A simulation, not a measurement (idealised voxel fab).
process module | voxel capacitor over wiring
cross-section cut | 145 nm wide | cells 5 nm
A cross-section is a grid of square cells, given in bands from the top down. A band is one or more rows of cells.
Each band's line starts with the height of the band's top and of its bottom, in nm. Then come its materials from left to right, each with its width in nm. One material with "throughout" fills the band from edge to edge. "air" is empty space.
Height 0 is the level under which the wafer as received is all one material. The lowest band goes on downwards, as in "0 down".
A width such as "30 to 40" changes by the same amount from each row of cells to the next, from the band's top row to its bottom row.
"no change" after a step means that no cell of the cross-section changed.
closed voids: empty space of 8 cells or more with no open way to the top, each as width x height at its distance from the left edge, in nm
after a step's settings: what the simulator itself notes on the step
overlay nm, on a step with a mask: how far to the right of its planned place the mask lay; to the left if negative
plan
1 op RECEIVE | material Si
2 op CONFORMAL_DEP | material SiO2 | thk nm 15
3 op CONFORMAL_DEP | material SiN | thk nm 5
4 op DIRECTIONAL_DEP | material SiO2 | thk nm 20
5 op DIRECTIONAL_DEP | material aC | thk nm 10
6 op PATTERN | tone open | mask id METAL_1 | material resist | width nm 20 | pitch nm 90 | thk nm 30 | overlay nm 0
7 op DIRECTIONAL_ETCH | etch materials aC | depth nm 10
8 op STRIP | etch materials resist
9 op DIRECTIONAL_ETCH | etch materials SiO2 | depth nm 20
10 op DIRECTIONAL_ETCH | etch materials SiN | depth nm 5
11 op STRIP | etch materials aC
12 op CONFORMAL_DEP | material TiN | thk nm 5
13 op FILL_DEP | material Cu | thk nm 10
14 op CMP | height nm 40
15 op CONFORMAL_DEP | material SiCN | thk nm 5
16 op DIRECTIONAL_DEP | material lowk | thk nm 15
17 op DIRECTIONAL_DEP | material aC | thk nm 15
18 op PATTERN | tone open | mask id PLUG_1 | material resist | width nm 15 | thk nm 35 | overlay nm 0
19 op DIRECTIONAL_ETCH | etch materials aC | depth nm 15
20 op STRIP | etch materials resist
21 op DIRECTIONAL_ETCH | etch materials lowk | depth nm 15
22 op DIRECTIONAL_ETCH | etch materials SiCN | depth nm 5
23 op STRIP | etch materials aC
24 op CONFORMAL_DEP | material TiN | thk nm 5
25 op FILL_DEP | material Cu | thk nm 5
26 op CMP | height nm 60
27 op DIRECTIONAL_DEP | material TiN | thk nm 5
28 op DIRECTIONAL_DEP | material SiN | thk nm 5
29 op DIRECTIONAL_DEP | material TiN | thk nm 5
30 op DIRECTIONAL_DEP | material aC | thk nm 10
31 op PATTERN | tone cover | mask id UPPER_PLATE | material resist | width nm 75 | thk nm 30 | overlay nm 0
32 op DIRECTIONAL_ETCH | etch materials aC | depth nm 10
33 op STRIP | etch materials resist
34 op DIRECTIONAL_ETCH | etch materials TiN | depth nm 5
35 op DIRECTIONAL_ETCH | etch materials SiN | depth nm 5
36 op STRIP | etch materials aC
37 op PATTERN | tone cover | mask id LOWER_PLATE | material resist | width nm 85 | thk nm 15 | overlay nm 0
38 op DIRECTIONAL_ETCH | etch materials TiN | depth nm 5
39 op STRIP | etch materials resist
40 op FILL_DEP | material SiO2 | thk nm 20
41 op CMP | height nm 90
42 op PATTERN | tone open | mask id PLUG_2 | material resist | width nm 15 | thk nm 15 | overlay nm 0
43 op DIRECTIONAL_ETCH | etch materials SiO2 | depth nm 15
44 op STRIP | etch materials resist
45 op CONFORMAL_DEP | material TiN | thk nm 5
46 op FILL_DEP | material Ru | thk nm 10
47 op CMP | height nm 90
48 op CONFORMAL_DEP | material SiN | thk nm 5
as received, after step 1
  0 down: Si throughout
  closed voids: none
first wafer at the end, as planned
  95 to 90: SiN throughout
  90 to 80: SiO2 30 | TiN 5 | Ru 5 | TiN 5 | SiO2 100
  80 to 70: SiO2 30 to 20 | TiN 15 to 75 | SiO2 100 to 50
  70 to 65: SiO2 20 | SiN 75 | SiO2 50
  65 to 60: SiO2 15 | TiN 85 | SiO2 45
  60 to 45: lowk 20 | TiN 5 | Cu 5 | TiN 5 | lowk 110
  45 to 40: SiCN 20 | TiN 15 | SiCN 110
  40 to 20: SiO2 15 | TiN 5 | Cu 10 | TiN 5 | SiO2 70 | TiN 5 | Cu 10 | TiN 5 | SiO2 20
  20 to 15: SiN 15 | TiN 20 | SiN 70 | TiN 20 | SiN 20
  15 to 0: SiO2 throughout
  0 down: Si throughout
  closed voids: none
second wafer at the end: like start, like plan, one mistake
  95 to 90: SiN throughout
  90 to 80: SiO2 20 | TiN 5 | Ru 5 | TiN 5 | SiO2 110
  80 to 70: SiO2 20 | TiN 15 to 75 | SiO2 110 to 50
  70 to 65: SiO2 20 | SiN 75 | SiO2 50
  65 to 60: SiO2 15 | TiN 85 | SiO2 45
  60 to 45: lowk 20 | TiN 5 | Cu 5 | TiN 5 | lowk 110
  45 to 40: SiCN 20 | TiN 15 | SiCN 110
  40 to 20: SiO2 15 | TiN 5 | Cu 10 | TiN 5 | SiO2 70 | TiN 5 | Cu 10 | TiN 5 | SiO2 20
  20 to 15: SiN 15 | TiN 20 | SiN 70 | TiN 20 | SiN 20
  15 to 0: SiO2 throughout
  0 down: Si throughout
  closed voids: none
what went wrong: step 42 ran as: op PATTERN | tone open | mask id PLUG_2 | material resist | width nm 15 | thk nm 15 | overlay nm -10
at the end the second wafer has, in cells: as many of each material as the first, in other places
